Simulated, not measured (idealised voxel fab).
The document below concerns the process module designated voxel ribs on slabs.
For reference, the cross-section in this document is cut, with width 295 nm and square cells of 5 nm.
In what follows, cross-sections appear as grids of square cells, described through bands that run from the top down, where every band is one or more rows of cells. Look at the band entry: it leads with the top's height and the bottom's height in nm. Then it lists the materials left to right, with a width in nm for each. The word "throughout" on a single material says that material fills the band edge to edge. The word "air" is empty space. Heights are expressed relative to 0, this being the level below which the as-received wafer comprises one material exclusively. The lowest band is unbounded in the downward direction and is denoted as in "top 0, no bottom". Quick explanation for "30 to 40": the width changes in equal steps down the rows of cells, from the first number in the band's top row to the second number in its bottom row. Any step labelled "changes: none" changed none of the cells in the cross-section. The entry "Closed empty spaces" lists the empty spaces that cover at least 8 cells and have no open path to the top. Each is written as width x height at distance, where the distance is measured from the left edge and all three values are in nm. Note: text after step settings on the step line = simulator remark on that step. overlay nm: for a step with a mask, the amount by which the mask lay right of where it was planned; a negative amount means left of it.

## The steps planned for the process are as follows
1: op RECEIVE | material Si
2: op DIRECTIONAL_DEP | material SiO2 | thk nm 20
3: op DIRECTIONAL_DEP | material polySi | thk nm 25
4: op DIRECTIONAL_DEP | material aC | thk nm 10
5: op PATTERN | tone cover | mask id RIB | material resist | width nm 15 | thk nm 30 | overlay nm 0
6: op DIRECTIONAL_ETCH | etch materials aC | depth nm 10
7: op STRIP | etch materials resist
8: op DIRECTIONAL_ETCH | etch materials polySi | depth nm 15
9: op STRIP | etch materials aC
10: op DIRECTIONAL_DEP | material aC | thk nm 15
11: op PATTERN | tone cover | mask id SLAB | material resist | width nm 55 | thk nm 35 | overlay nm 0
12: op DIRECTIONAL_ETCH | etch materials aC | depth nm 15
13: op STRIP | etch materials resist
14: op DIRECTIONAL_ETCH | etch materials polySi | depth nm 10
15: op STRIP | etch materials aC
16: op FILL_DEP | material SiO2 | thk nm 15
17: op CMP | height nm 55
18: op DIRECTIONAL_DEP | material TiN | thk nm 10
19: op PATTERN | tone cover | mask id HEATER | material resist | width nm 25 | thk nm 20 | overlay nm 0
20: op DIRECTIONAL_ETCH | etch materials TiN | depth nm 10
21: op STRIP | etch materials resist
22: op CONFORMAL_DEP | material SiO2 | thk nm 5

## Wafer cross-section on receipt, i.e. after step 1
	top 0, no bottom: Si throughout
	Closed empty spaces: none

## Wafer cross-section at end of module: start and plan as shown above, one execution error
	top 70, bottom 65: air 130 nm, then SiO2 35 nm, then air 130 nm
	top 65, bottom 60: air 130 nm, then SiO2 5 nm, then TiN 25 nm, then SiO2 5 nm, then air 130 nm
	top 60, bottom 55: SiO2 135 nm, then TiN 25 nm, then SiO2 135 nm
	top 55, bottom 50: SiO2 throughout
	top 50, bottom 35: SiO2 140 nm, then polySi 15 nm, then SiO2 140 nm
	top 35, bottom 25: SiO2 120 nm, then polySi 55 nm, then SiO2 120 nm
	top 25, bottom 0: SiO2 throughout
	top 0, no bottom: Si throughout
	Closed empty spaces: none
Diagnosis: step 2 ran as: op DIRECTIONAL_DEP | material SiO2 | thk nm 25
